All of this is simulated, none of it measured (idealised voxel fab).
This section sets out a process module, namely voxel ribs on slabs.
The width of the displayed cross-section, cut, is 185 nm; its cells are square, with a size of 5 nm.
Think of the cross-section as a grid of square cells. We describe it in bands, top to bottom, and each band covers one or more rows of those cells. Band entry format. Leading values: height of top, height of bottom, nm. Remainder: materials in left-to-right order, each with its width in nm. Special words: "throughout" on a single material, which then fills the band edge to edge; "empty", empty space. The level at which height equals 0 is the one under which the wafer, as it arrives, is entirely one material. No lower edge exists for the bottom band, which continues downward and is notated as in "from 0 down". Width spec "30 to 40" -> top row of cells at first value, bottom row at second value, equal per-row change in between. What does "no change" mean for a step? It means no cell of the cross-section changed in that step. "Enclosed cavities" enumerates empty spaces isolated from the top, with no open way to it, that contain at least 8 cells, giving each as width x height at distance from the left edge, all three in nm. That trailing text on a step's line, after the settings, is the simulator's own remark on the step. The line of a step may include "overlay nm". On a step with a mask, this value is how far to the right of its planned place the mask lay. A negative value means the mask lay to the left.
**plan**
- 1: RECEIVE: material Si
- 2: DIRECTIONAL_DEP: material SiO2, thk nm 25
- 3: DIRECTIONAL_DEP: material polySi, thk nm 15
- 4: PATTERN: tone cover, mask id RIB, material resist, width nm 15, thk nm 20, overlay nm 0
- 5: DIRECTIONAL_ETCH: etch materials polySi, depth nm 5
- 6: STRIP: etch materials resist
- 7: PATTERN: tone cover, mask id SLAB, material resist, width nm 55, thk nm 20, overlay nm 0
- 8: DIRECTIONAL_ETCH: etch materials polySi, depth nm 10
- 9: STRIP: etch materials resist
- 10: FILL_DEP: material SiO2, thk nm 20
- 11: CMP: height nm 50
- 12: DIRECTIONAL_DEP: material TiN, thk nm 5
- 13: PATTERN: tone cover, mask id HEATER, material resist, width nm 25, thk nm 20, overlay nm 0
- 14: DIRECTIONAL_ETCH: etch materials TiN, depth nm 5
- 15: STRIP: etch materials resist
- 16: CONFORMAL_DEP: material SiO2, thk nm 5
**Cross-section of the wafer upon arrival, representing the state reached after step 1**
- from 0 down: Si throughout
- Enclosed cavities: none
**Module complete, cross-section. Starting point and plan per above. One mistake made in running the module**
- from 55 to 50: 80 of empty  25 of TiN  80 of empty
- from 50 to 40: SiO2 throughout
- from 40 to 35: 85 of SiO2  15 of polySi  85 of SiO2
- from 35 to 25: 65 of SiO2  55 of polySi  65 of SiO2
- from 25 to 0: SiO2 throughout
- from 0 down: Si throughout
- Enclosed cavities: none
Deviation from plan: step 16 of the plan was omitted and not executed
